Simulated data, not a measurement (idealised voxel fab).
You're looking at the process module voxel wiring stack.
This is section cut - it's 205 nm across, gridded in 5 nm square cells.
In what follows, cross-sections appear as grids of square cells, described through bands that run from the top down, where every band is one or more rows of cells.
The entry gives the band's vertical extent as a top height and a bottom height in nm, then its horizontal make-up as materials from left to right, each with a width in nm. "air" stands for empty space; a single material marked "throughout" fills the band edge to edge.
The level at which height equals 0 is the one under which the wafer, as it arrives, is entirely one material. No lower edge exists for the bottom band, which continues downward and is notated as in "z 0 and below".
A width such as "30->40" changes by the same amount from each row of cells to the next, from the band's top row to its bottom row.
"identical to before" (step): cross-section cells unchanged, all of them.
Under "Sealed void list" you'll find the enclosed gaps, the ones with no way out to the top, that are 8 cells or bigger; each reads width x height at distance, with distance counted from the left edge, everything in nm.
Heads up: the bit after the settings on a step's line is the simulator's remark on that step.
overlay nm: mask offset rightward from planned place, masked step; negative means leftward offset.
# Steps planned for the process
1,op RECEIVE | material Si
2,op CONFORMAL_DEP | material SiO2 | thk nm 15
3,op CONFORMAL_DEP | material SiCN | thk nm 5
4,op DIRECTIONAL_DEP | material lowk | thk nm 25
5,op DIRECTIONAL_DEP | material aC | thk nm 10
6,op PATTERN | tone open | mask id METAL_1 | material resist | width nm 25 | pitch nm 50 | thk nm 30 | overlay nm 0
7,op DIRECTIONAL_ETCH | etch materials aC | depth nm 10
8,op STRIP | etch materials resist
9,op DIRECTIONAL_ETCH | etch materials lowk | depth nm 25
10,op DIRECTIONAL_ETCH | etch materials SiCN | depth nm 5
11,op STRIP | etch materials aC
12,op CONFORMAL_DEP | material TiN | thk nm 5
13,op FILL_DEP | material Cu | thk nm 10
14,op CMP | height nm 45
15,op CONFORMAL_DEP | material SiCN | thk nm 5
16,op DIRECTIONAL_DEP | material lowk | thk nm 15
17,op DIRECTIONAL_DEP | material aC | thk nm 15
18,op PATTERN | tone open | mask id PLUG_1 | material resist | width nm 15 | pitch nm 50 | thk nm 30 | overlay nm 0
19,op DIRECTIONAL_ETCH | etch materials aC | depth nm 15
20,op STRIP | etch materials resist
21,op DIRECTIONAL_ETCH | etch materials lowk | depth nm 15
22,op DIRECTIONAL_ETCH | etch materials SiCN | depth nm 5
23,op STRIP | etch materials aC
24,op CONFORMAL_DEP | material TiN | thk nm 5
25,op FILL_DEP | material Ru | thk nm 5
26,op CMP | height nm 65
27,op DIRECTIONAL_DEP | material TiN | thk nm 5
28,op DIRECTIONAL_DEP | material W | thk nm 20
29,op MASKED_ETCH | tone cover | mask id METAL_2 | width nm 25 | pitch nm 50 | etch materials W | depth nm 20 | overlay nm 0
30,op MASKED_ETCH | tone cover | mask id METAL_2 | width nm 25 | pitch nm 50 | etch materials TiN | depth nm 5 | overlay nm 0
31,op FILL_DEP | material SiO2 | thk nm 5
32,op CMP | height nm 90
33,op CONFORMAL_DEP | material SiN | thk nm 5
# Account of the first of two wafers, which was processed as intended
# Wafer as received: cross-section following step 1
	z 0 and below  Si throughout
	Sealed void list: none
# after step 2
	z 15 to 0  SiO2 throughout
	All layers under 0 are left as they were.
# after step 3
	z 20 to 15  SiCN throughout
	All layers under 15 are left as they were.
# after step 4
	z 45 to 20  lowk throughout
	All layers under 20 are left as they were.
# after step 5
	z 55 to 45  aC throughout
	All layers under 45 are left as they were.
# after step 6
	z 85 to 55  resist=40 / air=25 / resist=25 / air=25 / resist=25 / air=25 / resist=40
	All layers under 55 are left as they were.
# after step 7
	z 75 to 55  resist=40 / air=25 / resist=25 / air=25 / resist=25 / air=25 / resist=40
	z 55 to 45  aC=40 / air=25 / aC=25 / air=25 / aC=25 / air=25 / aC=40
	All layers under 45 are left as they were.
# after step 8
	z 55 to 45  aC=40 / air=25 / aC=25 / air=25 / aC=25 / air=25 / aC=40
	All layers under 45 are left as they were.
# after step 9
	z 55 to 45  aC=40 / air=25 / aC=25 / air=25 / aC=25 / air=25 / aC=40
	z 45 to 20  lowk=40 / air=25 / lowk=25 / air=25 / lowk=25 / air=25 / lowk=40
	All layers under 20 are left as they were.
# after step 10
	z 55 to 45  aC=40 / air=25 / aC=25 / air=25 / aC=25 / air=25 / aC=40
	z 45 to 20  lowk=40 / air=25 / lowk=25 / air=25 / lowk=25 / air=25 / lowk=40
	z 20 to 15  SiCN=40 / air=25 / SiCN=25 / air=25 / SiCN=25 / air=25 / SiCN=40
	All layers under 15 are left as they were.
# after step 11
	z 45 to 20  lowk=40 / air=25 / lowk=25 / air=25 / lowk=25 / air=25 / lowk=40
	All layers under 20 are left as they were.
# after step 12
	z 50 to 45  TiN=45 / air=15 / TiN=35 / air=15 / TiN=35 / air=15 / TiN=45
	z 45 to 20  lowk=40 / TiN=5 / air=15 / TiN=5 / lowk=25 / TiN=5 / air=15 / TiN=5 / lowk=25 / TiN=5 / air=15 / TiN=5 / lowk=40
	z 20 to 15  SiCN=40 / TiN=25 / SiCN=25 / TiN=25 / SiCN=25 / TiN=25 / SiCN=40
	All layers under 15 are left as they were.
# after step 13
	z 60 to 50  Cu throughout
	z 50 to 45  TiN=45 / Cu=15 / TiN=35 / Cu=15 / TiN=35 / Cu=15 / TiN=45
	z 45 to 20  lowk=40 / TiN=5 / Cu=15 / TiN=5 / lowk=25 / TiN=5 / Cu=15 / TiN=5 / lowk=25 / TiN=5 / Cu=15 / TiN=5 / lowk=40
	All layers under 20 are left as they were.
# after step 14
	z 45 to 20  lowk=40 / TiN=5 / Cu=15 / TiN=5 / lowk=25 / TiN=5 / Cu=15 / TiN=5 / lowk=25 / TiN=5 / Cu=15 / TiN=5 / lowk=40
	All layers under 20 are left as they were.
# after step 15
	z 50 to 45  SiCN throughout
	All layers under 45 are left as they were.
# after step 16
	z 65 to 50  lowk throughout
	All layers under 50 are left as they were.
# after step 17
	z 80 to 65  aC throughout
	All layers under 65 are left as they were.
# after step 18
	z 110 to 80  resist=40 / air=15 / resist=35 / air=15 / resist=35 / air=15 / resist=50
	All layers under 80 are left as they were.
# after step 19
	z 95 to 80  resist=40 / air=15 / resist=35 / air=15 / resist=35 / air=15 / resist=50
	z 80 to 65  aC=40 / air=15 / aC=35 / air=15 / aC=35 / air=15 / aC=50
	All layers under 65 are left as they were.
# after step 20
	z 80 to 65  aC=40 / air=15 / aC=35 / air=15 / aC=35 / air=15 / aC=50
	All layers under 65 are left as they were.
# after step 21
	z 80 to 65  aC=40 / air=15 / aC=35 / air=15 / aC=35 / air=15 / aC=50
	z 65 to 50  lowk=40 / air=15 / lowk=35 / air=15 / lowk=35 / air=15 / lowk=50
	All layers under 50 are left as they were.
# after step 22
	z 80 to 65  aC=40 / air=15 / aC=35 / air=15 / aC=35 / air=15 / aC=50
	z 65 to 50  lowk=40 / air=15 / lowk=35 / air=15 / lowk=35 / air=15 / lowk=50
	z 50 to 45  SiCN=40 / air=15 / SiCN=35 / air=15 / SiCN=35 / air=15 / SiCN=50
	All layers under 45 are left as they were.
# after step 23
	z 65 to 50  lowk=40 / air=15 / lowk=35 / air=15 / lowk=35 / air=15 / lowk=50
	All layers under 50 are left as they were.
# after step 24
	z 70 to 65  TiN=45 / air=5 / TiN=45 / air=5 / TiN=45 / air=5 / TiN=55
	z 65 to 50  lowk=40 / TiN=5 / air=5 / TiN=5 / lowk=35 / TiN=5 / air=5 / TiN=5 / lowk=35 / TiN=5 / air=5 / TiN=5 / lowk=50
	z 50 to 45  SiCN=40 / TiN=15 / SiCN=35 / TiN=15 / SiCN=35 / TiN=15 / SiCN=50
	All layers under 45 are left as they were.
# after step 25
	z 75 to 70  Ru throughout
	z 70 to 65  TiN=45 / Ru=5 / TiN=45 / Ru=5 / TiN=45 / Ru=5 / TiN=55
	z 65 to 50  lowk=40 / TiN=5 / Ru=5 / TiN=5 / lowk=35 / TiN=5 / Ru=5 / TiN=5 / lowk=35 / TiN=5 / Ru=5 / TiN=5 / lowk=50
	All layers under 50 are left as they were.
# after step 26
	z 65 to 50  lowk=40 / TiN=5 / Ru=5 / TiN=5 / lowk=35 / TiN=5 / Ru=5 / TiN=5 / lowk=35 / TiN=5 / Ru=5 / TiN=5 / lowk=50
	All layers under 50 are left as they were.
# after step 27
	z 70 to 65  TiN throughout
	All layers under 65 are left as they were.
# after step 28
	z 90 to 70  W throughout
	All layers under 70 are left as they were.
# after step 29
	z 90 to 70  air=40 / W=25 / air=25 / W=25 / air=25 / W=25 / air=40
	All layers under 70 are left as they were.
# after step 30
	z 90 to 70  air=40 / W=25 / air=25 / W=25 / air=25 / W=25 / air=40
	z 70 to 65  air=40 / TiN=25 / air=25 / TiN=25 / air=25 / TiN=25 / air=40
	All layers under 65 are left as they were.
# after step 31
	z 95 to 90  SiO2 throughout
	z 90 to 70  SiO2=40 / W=25 / SiO2=25 / W=25 / SiO2=25 / W=25 / SiO2=40
	z 70 to 65  SiO2=40 / TiN=25 / SiO2=25 / TiN=25 / SiO2=25 / TiN=25 / SiO2=40
	All layers under 65 are left as they were.
# after step 32
	z 90 to 70  SiO2=40 / W=25 / SiO2=25 / W=25 / SiO2=25 / W=25 / SiO2=40
	All layers under 70 are left as they were.
# after step 33
	z 95 to 90  SiN throughout
	All layers under 90 are left as they were.
# Second wafer. Start and plan as for the first. One mistake made in running. Agrees with the first up to and including step 28
# Cross-section, second wafer, at the end time the plan gives for step 29
	z 90 to 70  air=40 / W=30 / air=20 / W=30 / air=20 / W=30 / air=35
	All layers under 70 are left as they were.
# Cross-section, second wafer, at the end time the plan gives for step 30
	z 90 to 70  air=40 / W=30 / air=20 / W=30 / air=20 / W=30 / air=35
	z 70 to 65  air=40 / TiN=30 / air=20 / TiN=30 / air=20 / TiN=30 / air=35
	All layers under 65 are left as they were.
# Cross-section, second wafer, at the end time the plan gives for step 31
	z 95 to 90  SiO2 throughout
	z 90 to 70  SiO2=40 / W=30 / SiO2=20 / W=30 / SiO2=20 / W=30 / SiO2=35
	z 70 to 65  SiO2=40 / TiN=30 / SiO2=20 / TiN=30 / SiO2=20 / TiN=30 / SiO2=35
	All layers under 65 are left as they were.
# Cross-section, second wafer, at the end time the plan gives for step 32
	z 90 to 70  SiO2=40 / W=30 / SiO2=20 / W=30 / SiO2=20 / W=30 / SiO2=35
	All layers under 70 are left as they were.
# Cross-section, second wafer, at the end time the plan gives for step 33
	z 95 to 90  SiN throughout
	All layers under 90 are left as they were.
what went wrong: step 29 ran as: op MASKED_ETCH | tone cover | mask id METAL_2 | width nm 30 | pitch nm 50 | etch materials W | depth nm 20 | overlay nm 0
Per the end-of-run cell counts, the second wafer holds more or fewer of some materials than the first: SiO2 -15 | TiN +3 | W +12
